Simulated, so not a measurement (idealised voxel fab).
The document below concerns the process module designated voxel air gaps.
Section shown: cut. Width: 210 nm. Cell size: 5 nm, square.
Each cross-section below is a grid of square cells, stated as bands in top-down order, with one or more rows of cells making up each band.
Band: top height; bottom height; in nm. Then, left to right: material with width in nm, for each material. "throughout": a single material spanning edge to edge. "empty": empty space.
Counting heights begins at 0, where everything beneath is, in the wafer as received, one material. The lowest band has no bottom; it goes on downwards, as "z 0 and below" shows.
With a width like "30->40", each row of cells in the band differs from the next by the same amount, the top row carrying the first number and the bottom row the second.
"nothing was modified" after a step means that no cell of the cross-section changed.
Entry "Enclosed cavities" = empty spaces >= 8 cells with no open way to the top; each as width x height at distance, distance from left edge, all nm.
Anything after a step's settings on that line? It's the simulator's own note about the step.
Steps that use a mask can have "overlay nm" on their line. It says how far the mask sat to the right of where it was meant to be. Negative means to the left.
Pairs from here to the end. Each: cross-section before one process step, cross-section after it, the latter only as far down as the lowest band that changed. Under each: the step between, and its settings. Mind that the pairs may be taken from different runs of this module on the same starting wafer; whether a pair continues from the pair above depends on its entry headed "Cross-section, before", and it does only where that entry says so.

[Cross-section, before]
  z 0 and below = Si throughout
  Enclosed cavities: none

[Post-Step Snapshot]
  z 10 to 0 = SiO2 throughout
  Under the height 0 nothing was changed.
  Enclosed cavities: none
Step, before to after (see cross-sections above): CONFORMAL_DEP (material SiO2; thk nm 10)

Cross-section, before: identical to the post-step cross-section of the immediately preceding pair.

[Post-Step Snapshot]
  z 15 to 10 = SiCN throughout
  Under the height 10 nothing was changed.
  Enclosed cavities: none
Step, before to after (see cross-sections above): CONFORMAL_DEP (material SiCN; thk nm 5)

Cross-section, before: identical to the post-step cross-section of the immediately preceding pair.

[Post-Step Snapshot]
  z 50 to 15 = lowk throughout
  Under the height 15 nothing was changed.
  Enclosed cavities: none
Step, before to after (see cross-sections above): DIRECTIONAL_DEP (material lowk; thk nm 35)

Cross-section, before: identical to the post-step cross-section of the immediately preceding pair.

[Post-Step Snapshot]
  z 50 to 15 = 20 lowk / 20 empty / 30 lowk / 20 empty / 30 lowk / 20 empty / 30 lowk / 20 empty / 20 lowk
  Under the height 15 nothing was changed.
  Enclosed cavities: none
Step, before to after (see cross-sections above): MASKED_ETCH (tone open; mask id LINES; width nm 20; pitch nm 50; etch materials lowk; depth nm 35; overlay nm 0)

Cross-section, before: identical to the post-step cross-section of the immediately preceding pair.

[Post-Step Snapshot]
  z 55 to 50 = 25 TiN / 10 empty / 40 TiN / 10 empty / 40 TiN / 10 empty / 40 TiN / 10 empty / 25 TiN
  z 50 to 20 = 20 lowk / 5 TiN / 10 empty / 5 TiN / 30 lowk / 5 TiN / 10 empty / 5 TiN / 30 lowk / 5 TiN / 10 empty / 5 TiN / 30 lowk / 5 TiN / 10 empty / 5 TiN / 20 lowk
  z 20 to 15 = 20 lowk / 20 TiN / 30 lowk / 20 TiN / 30 lowk / 20 TiN / 30 lowk / 20 TiN / 20 lowk
  Under the height 15 nothing was changed.
  Enclosed cavities: none
Step, before to after (see cross-sections above): CONFORMAL_DEP (material TiN; thk nm 5)

Cross-section, before: identical to the post-step cross-section of the immediately preceding pair.

[Post-Step Snapshot]
  z 60 to 55 = W throughout
  z 55 to 50 = 25 TiN / 10 W / 40 TiN / 10 W / 40 TiN / 10 W / 40 TiN / 10 W / 25 TiN
  z 50 to 20 = 20 lowk / 5 TiN / 10 W / 5 TiN / 30 lowk / 5 TiN / 10 W / 5 TiN / 30 lowk / 5 TiN / 10 W / 5 TiN / 30 lowk / 5 TiN / 10 W / 5 TiN / 20 lowk
  Under the height 20 nothing was changed.
  Enclosed cavities: none
Step, before to after (see cross-sections above): FILL_DEP (material W; thk nm 5)

Cross-section, before: identical to the post-step cross-section of the immediately preceding pair.

[Post-Step Snapshot]
  z 50 to 20 = 20 lowk / 5 TiN / 10 W / 5 TiN / 30 lowk / 5 TiN / 10 W / 5 TiN / 30 lowk / 5 TiN / 10 W / 5 TiN / 30 lowk / 5 TiN / 10 W / 5 TiN / 20 lowk
  Under the height 20 nothing was changed.
  Enclosed cavities: none
Step, before to after (see cross-sections above): CMP (height nm 50)

Cross-section, before: identical to the post-step cross-section of the immediately preceding pair.

[Post-Step Snapshot]
  z 60 to 50 = 10 empty / 40 Ru / 10 empty / 40 Ru / 10 empty / 40 Ru / 10 empty / 40 Ru / 10 empty
  Under the height 50 nothing was changed.
  Enclosed cavities: none
Step, before to after (see cross-sections above): EPI (material Ru; thk nm 10)

Cross-section, before: identical to the post-step cross-section of the immediately preceding pair.

[Post-Step Snapshot]
  z 60 to 50 = 10 empty / 40 Ru / 10 empty / 40 Ru / 10 empty / 40 Ru / 10 empty / 40 Ru / 10 empty
  z 50 to 20 = 20 empty / 5 TiN / 10 W / 5 TiN / 30 empty / 5 TiN / 10 W / 5 TiN / 30 empty / 5 TiN / 10 W / 5 TiN / 30 empty / 5 TiN / 10 W / 5 TiN / 20 empty
  z 20 to 15 = 20 empty / 20 TiN / 30 empty / 20 TiN / 30 empty / 20 TiN / 30 empty / 20 TiN / 20 empty
  Under the height 15 nothing was changed.
  Enclosed cavities: none
Step, before to after (see cross-sections above): SELECTIVE_ETCH (etch materials lowk; depth nm 45)

Cross-section, before: identical to the post-step cross-section of the immediately preceding pair.

[Post-Step Snapshot]
  z 65 to 60 = 5 empty / 200 SiCN / 5 empty
  z 60 to 50 = 5 empty / 5 SiCN / 40 Ru / 10 SiCN / 40 Ru / 10 SiCN / 40 Ru / 10 SiCN / 40 Ru / 5 SiCN / 5 empty
  z 50 to 45 = 5 empty / 15 SiCN / 5 TiN / 10 W / 5 TiN / 30 SiCN / 5 TiN / 10 W / 5 TiN / 30 SiCN / 5 TiN / 10 W / 5 TiN / 30 SiCN / 5 TiN / 10 W / 5 TiN / 15 SiCN / 5 empty
  z 45 to 20 = 15 empty / 5 SiCN / 5 TiN / 10 W / 5 TiN / 5 SiCN / 20 empty / 5 SiCN / 5 TiN / 10 W / 5 TiN / 5 SiCN / 20 empty / 5 SiCN / 5 TiN / 10 W / 5 TiN / 5 SiCN / 20 empty / 5 SiCN / 5 TiN / 10 W / 5 TiN / 5 SiCN / 15 empty
  z 20 to 15 = 20 SiCN / 20 TiN / 30 SiCN / 20 TiN / 30 SiCN / 20 TiN / 30 SiCN / 20 TiN / 20 SiCN
  Under the height 15 nothing was changed.
  Enclosed cavities: 20 x 25 at 45; 20 x 25 at 95; 20 x 25 at 145
Step, before to after (see cross-sections above): CONFORMAL_DEP (material SiCN; thk nm 5)

[Cross-section, before]
  z 10 to 0 = SiO2 throughout
  z 0 and below = Si throughout
  Enclosed cavities: none

[Post-Step Snapshot]
  z 45 to 10 = lowk throughout
  Under the height 10 nothing was changed.
  Enclosed cavities: none
Step, before to after (see cross-sections above): DIRECTIONAL_DEP (material lowk; thk nm 35)

Cross-section, before: identical to the post-step cross-section of the immediately preceding pair.

[Post-Step Snapshot]
  z 45 to 10 = 20 lowk / 20 empty / 30 lowk / 20 empty / 30 lowk / 20 empty / 30 lowk / 20 empty / 20 lowk
  Under the height 10 nothing was changed.
  Enclosed cavities: none
Step, before to after (see cross-sections above): MASKED_ETCH (tone open; mask id LINES; width nm 20; pitch nm 50; etch materials lowk; depth nm 35; overlay nm 0)

Cross-section, before: identical to the post-step cross-section of the immediately preceding pair.

[Post-Step Snapshot]
  z 50 to 45 = 25 TiN / 10 empty / 40 TiN / 10 empty / 40 TiN / 10 empty / 40 TiN / 10 empty / 25 TiN
  z 45 to 15 = 20 lowk / 5 TiN / 10 empty / 5 TiN / 30 lowk / 5 TiN / 10 empty / 5 TiN / 30 lowk / 5 TiN / 10 empty / 5 TiN / 30 lowk / 5 TiN / 10 empty / 5 TiN / 20 lowk
  z 15 to 10 = 20 lowk / 20 TiN / 30 lowk / 20 TiN / 30 lowk / 20 TiN / 30 lowk / 20 TiN / 20 lowk
  Under the height 10 nothing was changed.
  Enclosed cavities: none
Step, before to after (see cross-sections above): CONFORMAL_DEP (material TiN; thk nm 5)

Cross-section, before: identical to the post-step cross-section of the immediately preceding pair.

[Post-Step Snapshot]
  z 55 to 50 = W throughout
  z 50 to 45 = 25 TiN / 10 W / 40 TiN / 10 W / 40 TiN / 10 W / 40 TiN / 10 W / 25 TiN
  z 45 to 15 = 20 lowk / 5 TiN / 10 W / 5 TiN / 30 lowk / 5 TiN / 10 W / 5 TiN / 30 lowk / 5 TiN / 10 W / 5 TiN / 30 lowk / 5 TiN / 10 W / 5 TiN / 20 lowk
  Under the height 15 nothing was changed.
  Enclosed cavities: none
Step, before to after (see cross-sections above): FILL_DEP (material W; thk nm 5)

Cross-section, before: identical to the post-step cross-section of the immediately preceding pair.

[Post-Step Snapshot]
  z 50 to 45 = 25 TiN / 10 W / 40 TiN / 10 W / 40 TiN / 10 W / 40 TiN / 10 W / 25 TiN
  Under the height 45 nothing was changed.
  Enclosed cavities: none
Step, before to after (see cross-sections above): CMP (height nm 50)

Cross-section, before: identical to the post-step cross-section of the immediately preceding pair.

[Post-Step Snapshot]
  z 60 to 50 = Ru throughout
  Under the height 50 nothing was changed.
  Enclosed cavities: none
Step, before to after (see cross-sections above): EPI (material Ru; thk nm 10)

Cross-section, before: identical to the post-step cross-section of the immediately preceding pair.

[Post-Step Snapshot]
  z 65 to 60 = SiCN throughout
  Under the height 60 nothing was changed.
  Enclosed cavities: none
Step, before to after (see cross-sections above): CONFORMAL_DEP (material SiCN; thk nm 5)

[Cross-section, before]
  z 60 to 50 = 10 empty / 40 Ru / 10 empty / 40 Ru / 10 empty / 40 Ru / 10 empty / 40 Ru / 10 empty
  z 50 to 20 = 20 lowk / 5 TiN / 10 W / 5 TiN / 30 lowk / 5 TiN / 10 W / 5 TiN / 30 lowk / 5 TiN / 10 W / 5 TiN / 30 lowk / 5 TiN / 10 W / 5 TiN / 20 lowk
  z 20 to 15 = 20 lowk / 20 TiN / 30 lowk / 20 TiN / 30 lowk / 20 TiN / 30 lowk / 20 TiN / 20 lowk
  z 15 to 10 = SiCN throughout
  z 10 to 0 = SiO2 throughout
  z 0 and below = Si throughout
  Enclosed cavities: none

[Post-Step Snapshot]
  z 70 to 50 = Ru throughout
  Under the height 50 nothing was changed.
  Enclosed cavities: none
Step, before to after (see cross-sections above): EPI (material Ru; thk nm 10)

Cross-section, before: identical to the post-step cross-section of the immediately preceding pair.

[Post-Step Snapshot]
  z 75 to 70 = SiCN throughout
  Under the height 70 nothing was changed.
  Enclosed cavities: none
Step, before to after (see cross-sections above): CONFORMAL_DEP (material SiCN; thk nm 5)

[Cross-section, before]
  z 0 and below = Si throughout
  Enclosed cavities: none

[Post-Step Snapshot]
  z 5 to 0 = SiCN throughout
  Under the height 0 nothing was changed.
  Enclosed cavities: none
Step, before to after (see cross-sections above): CONFORMAL_DEP (material SiCN; thk nm 5)

Cross-section, before: identical to the post-step cross-section of the immediately preceding pair.

[Post-Step Snapshot]
  z 15 to 5 = SiO2 throughout
  Under the height 5 nothing was changed.
  Enclosed cavities: none
Step, before to after (see cross-sections above): CONFORMAL_DEP (material SiO2; thk nm 10)

Cross-section, before: identical to the post-step cross-section of the immediately preceding pair.

[Post-Step Snapshot]
  z 50 to 15 = lowk throughout
  Under the height 15 nothing was changed.
  Enclosed cavities: none
Step, before to after (see cross-sections above): DIRECTIONAL_DEP (material lowk; thk nm 35)

Cross-section, before: identical to the post-step cross-section of the immediately preceding pair.

[Post-Step Snapshot]
  z 50 to 15 = 20 lowk / 20 empty / 30 lowk / 20 empty / 30 lowk / 20 empty / 30 lowk / 20 empty / 20 lowk
  Under the height 15 nothing was changed.
  Enclosed cavities: none
Step, before to after (see cross-sections above): MASKED_ETCH (tone open; mask id LINES; width nm 20; pitch nm 50; etch materials lowk; depth nm 35; overlay nm 0)

Cross-section, before: identical to the post-step cross-section of the immediately preceding pair.

[Post-Step Snapshot]
  z 55 to 50 = 25 TiN / 10 empty / 40 TiN / 10 empty / 40 TiN / 10 empty / 40 TiN / 10 empty / 25 TiN
  z 50 to 20 = 20 lowk / 5 TiN / 10 empty / 5 TiN / 30 lowk / 5 TiN / 10 empty / 5 TiN / 30 lowk / 5 TiN / 10 empty / 5 TiN / 30 lowk / 5 TiN / 10 empty / 5 TiN / 20 lowk
  z 20 to 15 = 20 lowk / 20 TiN / 30 lowk / 20 TiN / 30 lowk / 20 TiN / 30 lowk / 20 TiN / 20 lowk
  Under the height 15 nothing was changed.
  Enclosed cavities: none
Step, before to after (see cross-sections above): CONFORMAL_DEP (material TiN; thk nm 5)

Cross-section, before: identical to the post-step cross-section of the immediately preceding pair.

[Post-Step Snapshot]
  z 60 to 55 = W throughout
  z 55 to 50 = 25 TiN / 10 W / 40 TiN / 10 W / 40 TiN / 10 W / 40 TiN / 10 W / 25 TiN
  z 50 to 20 = 20 lowk / 5 TiN / 10 W / 5 TiN / 30 lowk / 5 TiN / 10 W / 5 TiN / 30 lowk / 5 TiN / 10 W / 5 TiN / 30 lowk / 5 TiN / 10 W / 5 TiN / 20 lowk
  Under the height 20 nothing was changed.
  Enclosed cavities: none
Step, before to after (see cross-sections above): FILL_DEP (material W; thk nm 5)

Cross-section, before: identical to the post-step cross-section of the immediately preceding pair.

[Post-Step Snapshot]
  z 50 to 20 = 20 lowk / 5 TiN / 10 W / 5 TiN / 30 lowk / 5 TiN / 10 W / 5 TiN / 30 lowk / 5 TiN / 10 W / 5 TiN / 30 lowk / 5 TiN / 10 W / 5 TiN / 20 lowk
  Under the height 20 nothing was changed.
  Enclosed cavities: none
Step, before to after (see cross-sections above): CMP (height nm 50)

Cross-section, before: identical to the post-step cross-section of the immediately preceding pair.

[Post-Step Snapshot]
  z 60 to 50 = 10 empty / 40 Ru / 10 empty / 40 Ru / 10 empty / 40 Ru / 10 empty / 40 Ru / 10 empty
  Under the height 50 nothing was changed.
  Enclosed cavities: none
Step, before to after (see cross-sections above): EPI (material Ru; thk nm 10)

Cross-section, before: identical to the post-step cross-section of the immediately preceding pair.

[Post-Step Snapshot]
  z 60 to 50 = 10 empty / 40 Ru / 10 empty / 40 Ru / 10 empty / 40 Ru / 10 empty / 40 Ru / 10 empty
  z 50 to 20 = 20 empty / 5 TiN / 10 W / 5 TiN / 30 empty / 5 TiN / 10 W / 5 TiN / 30 empty / 5 TiN / 10 W / 5 TiN / 30 empty / 5 TiN / 10 W / 5 TiN / 20 empty
  z 20 to 15 = 20 empty / 20 TiN / 30 empty / 20 TiN / 30 empty / 20 TiN / 30 empty / 20 TiN / 20 empty
  Under the height 15 nothing was changed.
  Enclosed cavities: none
Step, before to after (see cross-sections above): SELECTIVE_ETCH (etch materials lowk; depth nm 45)

Cross-section, before: identical to the post-step cross-section of the immediately preceding pair.

[Post-Step Snapshot]
  z 65 to 60 = 5 empty / 200 SiCN / 5 empty
  z 60 to 50 = 5 empty / 5 SiCN / 40 Ru / 10 SiCN / 40 Ru / 10 SiCN / 40 Ru / 10 SiCN / 40 Ru / 5 SiCN / 5 empty
  z 50 to 45 = 5 empty / 15 SiCN / 5 TiN / 10 W / 5 TiN / 30 SiCN / 5 TiN / 10 W / 5 TiN / 30 SiCN / 5 TiN / 10 W / 5 TiN / 30 SiCN / 5 TiN / 10 W / 5 TiN / 15 SiCN / 5 empty
  z 45 to 20 = 15 empty / 5 SiCN / 5 TiN / 10 W / 5 TiN / 5 SiCN / 20 empty / 5 SiCN / 5 TiN / 10 W / 5 TiN / 5 SiCN / 20 empty / 5 SiCN / 5 TiN / 10 W / 5 TiN / 5 SiCN / 20 empty / 5 SiCN / 5 TiN / 10 W / 5 TiN / 5 SiCN / 15 empty
  z 20 to 15 = 20 SiCN / 20 TiN / 30 SiCN / 20 TiN / 30 SiCN / 20 TiN / 30 SiCN / 20 TiN / 20 SiCN
  Under the height 15 nothing was changed.
  Enclosed cavities: 20 x 25 at 45; 20 x 25 at 95; 20 x 25 at 145
Step, before to after (see cross-sections above): CONFORMAL_DEP (material SiCN; thk nm 5)

[Cross-section, before]
  z 15 to 10 = SiCN throughout
  z 10 to 0 = SiO2 throughout
  z 0 and below = Si throughout
  Enclosed cavities: none

[Post-Step Snapshot]
  z 45 to 15 = lowk throughout
  Under the height 15 nothing was changed.
  Enclosed cavities: none
Step, before to after (see cross-sections above): DIRECTIONAL_DEP (material lowk; thk nm 30)

Cross-section, before: identical to the post-step cross-section of the immediately preceding pair.

[Post-Step Snapshot]
  z 45 to 15 = 20 lowk / 20 empty / 30 lowk / 20 empty / 30 lowk / 20 empty / 30 lowk / 20 empty / 20 lowk
  Under the height 15 nothing was changed.
  Enclosed cavities: none
Step, before to after (see cross-sections above): MASKED_ETCH (tone open; mask id LINES; width nm 20; pitch nm 50; etch materials lowk; depth nm 35; overlay nm 0)

Cross-section, before: identical to the post-step cross-section of the immediately preceding pair.

[Post-Step Snapshot]
  z 50 to 45 = 25 TiN / 10 empty / 40 TiN / 10 empty / 40 TiN / 10 empty / 40 TiN / 10 empty / 25 TiN
  z 45 to 20 = 20 lowk / 5 TiN / 10 empty / 5 TiN / 30 lowk / 5 TiN / 10 empty / 5 TiN / 30 lowk / 5 TiN / 10 empty / 5 TiN / 30 lowk / 5 TiN / 10 empty / 5 TiN / 20 lowk
  z 20 to 15 = 20 lowk / 20 TiN / 30 lowk / 20 TiN / 30 lowk / 20 TiN / 30 lowk / 20 TiN / 20 lowk
  Under the height 15 nothing was changed.
  Enclosed cavities: none
Step, before to after (see cross-sections above): CONFORMAL_DEP (material TiN; thk nm 5)

Cross-section, before: identical to the post-step cross-section of the immediately preceding pair.

[Post-Step Snapshot]
  z 55 to 50 = W throughout
  z 50 to 45 = 25 TiN / 10 W / 40 TiN / 10 W / 40 TiN / 10 W / 40 TiN / 10 W / 25 TiN
  z 45 to 20 = 20 lowk / 5 TiN / 10 W / 5 TiN / 30 lowk / 5 TiN / 10 W / 5 TiN / 30 lowk / 5 TiN / 10 W / 5 TiN / 30 lowk / 5 TiN / 10 W / 5 TiN / 20 lowk
  Under the height 20 nothing was changed.
  Enclosed cavities: none
Step, before to after (see cross-sections above): FILL_DEP (material W; thk nm 5)

Cross-section, before: identical to the post-step cross-section of the immediately preceding pair.

[Post-Step Snapshot]
  z 50 to 45 = 25 TiN / 10 W / 40 TiN / 10 W / 40 TiN / 10 W / 40 TiN / 10 W / 25 TiN
  Under the height 45 nothing was changed.
  Enclosed cavities: none
Step, before to after (see cross-sections above): CMP (height nm 50)

Cross-section, before: identical to the post-step cross-section of the immediately preceding pair.

[Post-Step Snapshot]
  z 60 to 50 = Ru throughout
  Under the height 50 nothing was changed.
  Enclosed cavities: none
Step, before to after (see cross-sections above): EPI (material Ru; thk nm 10)

Cross-section, before: identical to the post-step cross-section of the immediately preceding pair.

[Post-Step Snapshot]
  z 65 to 60 = SiCN throughout
  Under the height 60 nothing was changed.
  Enclosed cavities: none
Step, before to after (see cross-sections above): CONFORMAL_DEP (material SiCN; thk nm 5)

[Cross-section, before]
  z 50 to 15 = lowk throughout
  z 15 to 10 = SiCN throughout
  z 10 to 0 = SiO2 throughout
  z 0 and below = Si throughout
  Enclosed cavities: none

[Post-Step Snapshot]
  z 50 to 15 = 20 lowk / 25 empty / 25 lowk / 25 empty / 25 lowk / 25 empty / 25 lowk / 25 empty / 15 lowk
  Under the height 15 nothing was changed.
  Enclosed cavities: none
Step, before to after (see cross-sections above): MASKED_ETCH (tone open; mask id LINES; width nm 25; pitch nm 50; etch materials lowk; depth nm 35; overlay nm 0)

Cross-section, before: identical to the post-step cross-section of the immediately preceding pair.

[Post-Step Snapshot]
  z 55 to 50 = 25 TiN / 15 empty / 35 TiN / 15 empty / 35 TiN / 15 empty / 35 TiN / 15 empty / 20 TiN
  z 50 to 20 = 20 lowk / 5 TiN / 15 empty / 5 TiN / 25 lowk / 5 TiN / 15 empty / 5 TiN / 25 lowk / 5 TiN / 15 empty / 5 TiN / 25 lowk / 5 TiN / 15 empty / 5 TiN / 15 lowk
  z 20 to 15 = 20 lowk / 25 TiN / 25 lowk / 25 TiN / 25 lowk / 25 TiN / 25 lowk / 25 TiN / 15 lowk
  Under the height 15 nothing was changed.
  Enclosed cavities: none
Step, before to after (see cross-sections above): CONFORMAL_DEP (material TiN; thk nm 5)

Cross-section, before: identical to the post-step cross-section of the immediately preceding pair.

[Post-Step Snapshot]
  z 60 to 55 = W throughout
  z 55 to 50 = 25 TiN / 15 W / 35 TiN / 15 W / 35 TiN / 15 W / 35 TiN / 15 W / 20 TiN
  z 50 to 20 = 20 lowk / 5 TiN / 15 W / 5 TiN / 25 lowk / 5 TiN / 15 W / 5 TiN / 25 lowk / 5 TiN / 15 W / 5 TiN / 25 lowk / 5 TiN / 15 W / 5 TiN / 15 lowk
  Under the height 20 nothing was changed.
  Enclosed cavities: none
Step, before to after (see cross-sections above): FILL_DEP (material W; thk nm 5)

Cross-section, before: identical to the post-step cross-section of the immediately preceding pair.

[Post-Step Snapshot]
  z 50 to 20 = 20 lowk / 5 TiN / 15 W / 5 TiN / 25 lowk / 5 TiN / 15 W / 5 TiN / 25 lowk / 5 TiN / 15 W / 5 TiN / 25 lowk / 5 TiN / 15 W / 5 TiN / 15 lowk
  Under the height 20 nothing was changed.
  Enclosed cavities: none
Step, before to after (see cross-sections above): CMP (height nm 50)

Cross-section, before: identical to the post-step cross-section of the immediately preceding pair.

[Post-Step Snapshot]
  z 60 to 50 = 10 empty / 45 Ru / 5 empty / 45 Ru / 5 empty / 45 Ru / 5 empty / 45 Ru / 5 empty
  Under the height 50 nothing was changed.
  Enclosed cavities: none
Step, before to after (see cross-sections above): EPI (material Ru; thk nm 10)

Cross-section, before: identical to the post-step cross-section of the immediately preceding pair.

[Post-Step Snapshot]
  z 60 to 50 = 10 empty / 45 Ru / 5 empty / 45 Ru / 5 empty / 45 Ru / 5 empty / 45 Ru / 5 empty
  z 50 to 20 = 20 empty / 5 TiN / 15 W / 5 TiN / 25 empty / 5 TiN / 15 W / 5 TiN / 25 empty / 5 TiN / 15 W / 5 TiN / 25 empty / 5 TiN / 15 W / 5 TiN / 15 empty
  z 20 to 15 = 20 empty / 25 TiN / 25 empty / 25 TiN / 25 empty / 25 TiN / 25 empty / 25 TiN / 15 empty
  Under the height 15 nothing was changed.
  Enclosed cavities: none
Step, before to after (see cross-sections above): SELECTIVE_ETCH (etch materials lowk; depth nm 45)

Cross-section, before: identical to the post-step cross-section of the immediately preceding pair.

[Post-Step Snapshot]
  z 65 to 60 = 5 empty / 205 SiCN
  z 60 to 50 = 5 empty / 5 SiCN / 45 Ru / 5 SiCN / 45 Ru / 5 SiCN / 45 Ru / 5 SiCN / 45 Ru / 5 SiCN
  z 50 to 45 = 5 empty / 15 SiCN / 5 TiN / 15 W / 5 TiN / 25 SiCN / 5 TiN / 15 W / 5 TiN / 25 SiCN / 5 TiN / 15 W / 5 TiN / 25 SiCN / 5 TiN / 15 W / 5 TiN / 15 SiCN
  z 45 to 20 = 15 empty / 5 SiCN / 5 TiN / 15 W / 5 TiN / 5 SiCN / 15 empty / 5 SiCN / 5 TiN / 15 W / 5 TiN / 5 SiCN / 15 empty / 5 SiCN / 5 TiN / 15 W / 5 TiN / 5 SiCN / 15 empty / 5 SiCN / 5 TiN / 15 W / 5 TiN / 5 SiCN / 10 empty
  z 20 to 15 = 20 SiCN / 25 TiN / 25 SiCN / 25 TiN / 25 SiCN / 25 TiN / 25 SiCN / 25 TiN / 15 SiCN
  Under the height 15 nothing was changed.
  Enclosed cavities: 15 x 25 at 50; 15 x 25 at 100; 15 x 25 at 150; 10 x 25 at 200
Step, before to after (see cross-sections above): CONFORMAL_DEP (material SiCN; thk nm 5)

[Cross-section, before]
  z 50 to 15 = lowk throughout
  z 15 to 10 = SiCN throughout
  z 10 to 0 = SiO2 throughout
  z 0 and below = Si throughout
  Enclosed cavities: none

[Post-Step Snapshot]
  z 50 to 15 = 25 lowk / 20 empty / 30 lowk / 20 empty / 30 lowk / 20 empty / 30 lowk / 20 empty / 15 lowk
  Under the height 15 nothing was changed.
  Enclosed cavities: none
Step, before to after (see cross-sections above): MASKED_ETCH (tone open; mask id LINES; width nm 20; pitch nm 50; etch materials lowk; depth nm 35; overlay nm 5)

Cross-section, before: identical to the post-step cross-section of the immediately preceding pair.

[Post-Step Snapshot]
  z 55 to 50 = 30 TiN / 10 empty / 40 TiN / 10 empty / 40 TiN / 10 empty / 40 TiN / 10 empty / 20 TiN
  z 50 to 20 = 25 lowk / 5 TiN / 10 empty / 5 TiN / 30 lowk / 5 TiN / 10 empty / 5 TiN / 30 lowk / 5 TiN / 10 empty / 5 TiN / 30 lowk / 5 TiN / 10 empty / 5 TiN / 15 lowk
  z 20 to 15 = 25 lowk / 20 TiN / 30 lowk / 20 TiN / 30 lowk / 20 TiN / 30 lowk / 20 TiN / 15 lowk
  Under the height 15 nothing was changed.
  Enclosed cavities: none
Step, before to after (see cross-sections above): CONFORMAL_DEP (material TiN; thk nm 5)

Cross-section, before: identical to the post-step cross-section of the immediately preceding pair.

[Post-Step Snapshot]
  z 60 to 55 = W throughout
  z 55 to 50 = 30 TiN / 10 W / 40 TiN / 10 W / 40 TiN / 10 W / 40 TiN / 10 W / 20 TiN
  z 50 to 20 = 25 lowk / 5 TiN / 10 W / 5 TiN / 30 lowk / 5 TiN / 10 W / 5 TiN / 30 lowk / 5 TiN / 10 W / 5 TiN / 30 lowk / 5 TiN / 10 W / 5 TiN / 15 lowk
  Under the height 20 nothing was changed.
  Enclosed cavities: none
Step, before to after (see cross-sections above): FILL_DEP (material W; thk nm 5)

Cross-section, before: identical to the post-step cross-section of the immediately preceding pair.

[Post-Step Snapshot]
  z 50 to 20 = 25 lowk / 5 TiN / 10 W / 5 TiN / 30 lowk / 5 TiN / 10 W / 5 TiN / 30 lowk / 5 TiN / 10 W / 5 TiN / 30 lowk / 5 TiN / 10 W / 5 TiN / 15 lowk
  Under the height 20 nothing was changed.
  Enclosed cavities: none
Step, before to after (see cross-sections above): CMP (height nm 50)

Cross-section, before: identical to the post-step cross-section of the immediately preceding pair.

[Post-Step Snapshot]
  z 60 to 50 = 15 empty / 40 Ru / 10 empty / 40 Ru / 10 empty / 40 Ru / 10 empty / 40 Ru / 5 empty
  Under the height 50 nothing was changed.
  Enclosed cavities: none
Step, before to after (see cross-sections above): EPI (material Ru; thk nm 10)

Cross-section, before: identical to the post-step cross-section of the immediately preceding pair.

[Post-Step Snapshot]
  z 60 to 50 = 15 empty / 40 Ru / 10 empty / 40 Ru / 10 empty / 40 Ru / 10 empty / 40 Ru / 5 empty
  z 50 to 20 = 25 empty / 5 TiN / 10 W / 5 TiN / 30 empty / 5 TiN / 10 W / 5 TiN / 30 empty / 5 TiN / 10 W / 5 TiN / 30 empty / 5 TiN / 10 W / 5 TiN / 15 empty
  z 20 to 15 = 25 empty / 20 TiN / 30 empty / 20 TiN / 30 empty / 20 TiN / 30 empty / 20 TiN / 15 empty
  Under the height 15 nothing was changed.
  Enclosed cavities: none
Step, before to after (see cross-sections above): SELECTIVE_ETCH (etch materials lowk; depth nm 45)

Cross-section, before: identical to the post-step cross-section of the immediately preceding pair.

[Post-Step Snapshot]
  z 65 to 60 = 10 empty / 200 SiCN
  z 60 to 50 = 10 empty / 5 SiCN / 40 Ru / 10 SiCN / 40 Ru / 10 SiCN / 40 Ru / 10 SiCN / 40 Ru / 5 SiCN
  z 50 to 45 = 10 empty / 15 SiCN / 5 TiN / 10 W / 5 TiN / 30 SiCN / 5 TiN / 10 W / 5 TiN / 30 SiCN / 5 TiN / 10 W / 5 TiN / 30 SiCN / 5 TiN / 10 W / 5 TiN / 15 SiCN
  z 45 to 20 = 20 empty / 5 SiCN / 5 TiN / 10 W / 5 TiN / 5 SiCN / 20 empty / 5 SiCN / 5 TiN / 10 W / 5 TiN / 5 SiCN / 20 empty / 5 SiCN / 5 TiN / 10 W / 5 TiN / 5 SiCN / 20 empty / 5 SiCN / 5 TiN / 10 W / 5 TiN / 5 SiCN / 10 empty
  z 20 to 15 = 25 SiCN / 20 TiN / 30 SiCN / 20 TiN / 30 SiCN / 20 TiN / 30 SiCN / 20 TiN / 15 SiCN
  Under the height 15 nothing was changed.
  Enclosed cavities: 20 x 25 at 50; 20 x 25 at 100; 20 x 25 at 150; 10 x 25 at 200
Step, before to after (see cross-sections above): CONFORMAL_DEP (material SiCN; thk nm 5)

[Cross-section, before]
  z 10 to 0 = SiO2 throughout
  z 0 and below = Si throughout
  Enclosed cavities: none

[Post-Step Snapshot]
  z 15 to 10 = Ru throughout
  Under the height 10 nothing was changed.
  Enclosed cavities: none
Step, before to after (see cross-sections above): CONFORMAL_DEP (material Ru; thk nm 5)

Cross-section, before: identical to the post-step cross-section of the immediately preceding pair.

[Post-Step Snapshot]
  z 50 to 15 = lowk throughout
  Under the height 15 nothing was changed.
  Enclosed cavities: none
Step, before to after (see cross-sections above): DIRECTIONAL_DEP (material lowk; thk nm 35)

Cross-section, before: identical to the post-step cross-section of the immediately preceding pair.

[Post-Step Snapshot]
  z 50 to 15 = 20 lowk / 20 empty / 30 lowk / 20 empty / 30 lowk / 20 empty / 30 lowk / 20 empty / 20 lowk
  Under the height 15 nothing was changed.
  Enclosed cavities: none
Step, before to after (see cross-sections above): MASKED_ETCH (tone open; mask id LINES; width nm 20; pitch nm 50; etch materials lowk; depth nm 35; overlay nm 0)

Cross-section, before: identical to the post-step cross-section of the immediately preceding pair.

[Post-Step Snapshot]
  z 55 to 50 = 25 TiN / 10 empty / 40 TiN / 10 empty / 40 TiN / 10 empty / 40 TiN / 10 empty / 25 TiN
  z 50 to 20 = 20 lowk / 5 TiN / 10 empty / 5 TiN / 30 lowk / 5 TiN / 10 empty / 5 TiN / 30 lowk / 5 TiN / 10 empty / 5 TiN / 30 lowk / 5 TiN / 10 empty / 5 TiN / 20 lowk
  z 20 to 15 = 20 lowk / 20 TiN / 30 lowk / 20 TiN / 30 lowk / 20 TiN / 30 lowk / 20 TiN / 20 lowk
  Under the height 15 nothing was changed.
  Enclosed cavities: none
Step, before to after (see cross-sections above): CONFORMAL_DEP (material TiN; thk nm 5)
